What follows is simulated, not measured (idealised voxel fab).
process module | voxel trench capacitor
cross-section cut | 145 nm wide | cells 5 nm
A cross-section is a grid of square cells, given in bands from the top down. A band is one or more rows of cells.
Each band's line starts with the height of the band's top and of its bottom, in nm. Then come its materials from left to right, each with its width in nm. One material with "throughout" fills the band from edge to edge. "air" is empty space.
Height 0 is the level under which the wafer as received is all one material. The lowest band goes on downwards, as in "0 down".
A width such as "30 to 40" changes by the same amount from each row of cells to the next, from the band's top row to its bottom row.
"no change" after a step means that no cell of the cross-section changed.
closed voids: empty space of 8 cells or more with no open way to the top, each as width x height at its distance from the left edge, in nm
after a step's settings: what the simulator itself notes on the step
overlay nm, on a step with a mask: how far to the right of its planned place the mask lay; to the left if negative
plan
1 op RECEIVE | material Si
2 op CONFORMAL_DEP | material SiN | thk nm 10
3 op MASKED_ETCH | tone open | mask id TRENCH | width nm 30 | pitch nm 45 | etch materials SiN | depth nm 10 | overlay nm 0
4 op MASKED_ETCH | tone open | mask id TRENCH | width nm 30 | pitch nm 45 | etch materials Si | depth nm 25 | overlay nm 0
5 op CONFORMAL_DEP | material Al2O3 | thk nm 5
6 op CONFORMAL_DEP | material TiN | thk nm 5
7 op FILL_DEP | material W | thk nm 10
8 op CMP | height nm 10
first wafer, as planned
as received, after step 1
  0 down: Si throughout
  closed voids: none
after step 2
  10 to 0: SiN throughout
  below 0: unchanged
after step 3
  10 to 0: SiN 35 | air 30 | SiN 15 | air 30 | SiN 35
  below 0: unchanged
after step 4
  10 to 0: SiN 35 | air 30 | SiN 15 | air 30 | SiN 35
  0 to -25: Si 35 | air 30 | Si 15 | air 30 | Si 35
  below -25: unchanged
after step 5
  15 to 10: Al2O3 40 | air 20 | Al2O3 25 | air 20 | Al2O3 40
  10 to 0: SiN 35 | Al2O3 5 | air 20 | Al2O3 5 | SiN 15 | Al2O3 5 | air 20 | Al2O3 5 | SiN 35
  0 to -20: Si 35 | Al2O3 5 | air 20 | Al2O3 5 | Si 15 | Al2O3 5 | air 20 | Al2O3 5 | Si 35
  -20 to -25: Si 35 | Al2O3 30 | Si 15 | Al2O3 30 | Si 35
  below -25: unchanged
after step 6
  20 to 15: TiN 45 | air 10 | TiN 35 | air 10 | TiN 45
  15 to 10: Al2O3 40 | TiN 5 | air 10 | TiN 5 | Al2O3 25 | TiN 5 | air 10 | TiN 5 | Al2O3 40
  10 to 0: SiN 35 | Al2O3 5 | TiN 5 | air 10 | TiN 5 | Al2O3 5 | SiN 15 | Al2O3 5 | TiN 5 | air 10 | TiN 5 | Al2O3 5 | SiN 35
  0 to -15: Si 35 | Al2O3 5 | TiN 5 | air 10 | TiN 5 | Al2O3 5 | Si 15 | Al2O3 5 | TiN 5 | air 10 | TiN 5 | Al2O3 5 | Si 35
  -15 to -20: Si 35 | Al2O3 5 | TiN 20 | Al2O3 5 | Si 15 | Al2O3 5 | TiN 20 | Al2O3 5 | Si 35
  below -20: unchanged
after step 7
  30 to 20: W throughout
  20 to 15: TiN 45 | W 10 | TiN 35 | W 10 | TiN 45
  15 to 10: Al2O3 40 | TiN 5 | W 10 | TiN 5 | Al2O3 25 | TiN 5 | W 10 | TiN 5 | Al2O3 40
  10 to 0: SiN 35 | Al2O3 5 | TiN 5 | W 10 | TiN 5 | Al2O3 5 | SiN 15 | Al2O3 5 | TiN 5 | W 10 | TiN 5 | Al2O3 5 | SiN 35
  0 to -15: Si 35 | Al2O3 5 | TiN 5 | W 10 | TiN 5 | Al2O3 5 | Si 15 | Al2O3 5 | TiN 5 | W 10 | TiN 5 | Al2O3 5 | Si 35
  below -15: unchanged
after step 8
  10 to 0: SiN 35 | Al2O3 5 | TiN 5 | W 10 | TiN 5 | Al2O3 5 | SiN 15 | Al2O3 5 | TiN 5 | W 10 | TiN 5 | Al2O3 5 | SiN 35
  below 0: unchanged
second wafer: like start, like plan, one mistake. Through step 1 it matches the first wafer
when step 2 should have ended
  10 to 0: W throughout
  below 0: unchanged
when step 3 should have ended: no change
when step 4 should have ended: no change
when step 5 should have ended
  15 to 10: Al2O3 throughout
  below 10: unchanged
when step 6 should have ended
  20 to 15: TiN throughout
  below 15: unchanged
when step 7 should have ended
  30 to 20: W throughout
  below 20: unchanged
when step 8 should have ended
  10 to 0: W throughout
  below 0: unchanged
what went wrong: step 2 ran as: op CONFORMAL_DEP | material W | thk nm 10
at the end the second wafer has, in cells: 36 fewer of Al2O3 | 60 more of Si | 34 fewer of SiN | 28 fewer of TiN | 38 more of W
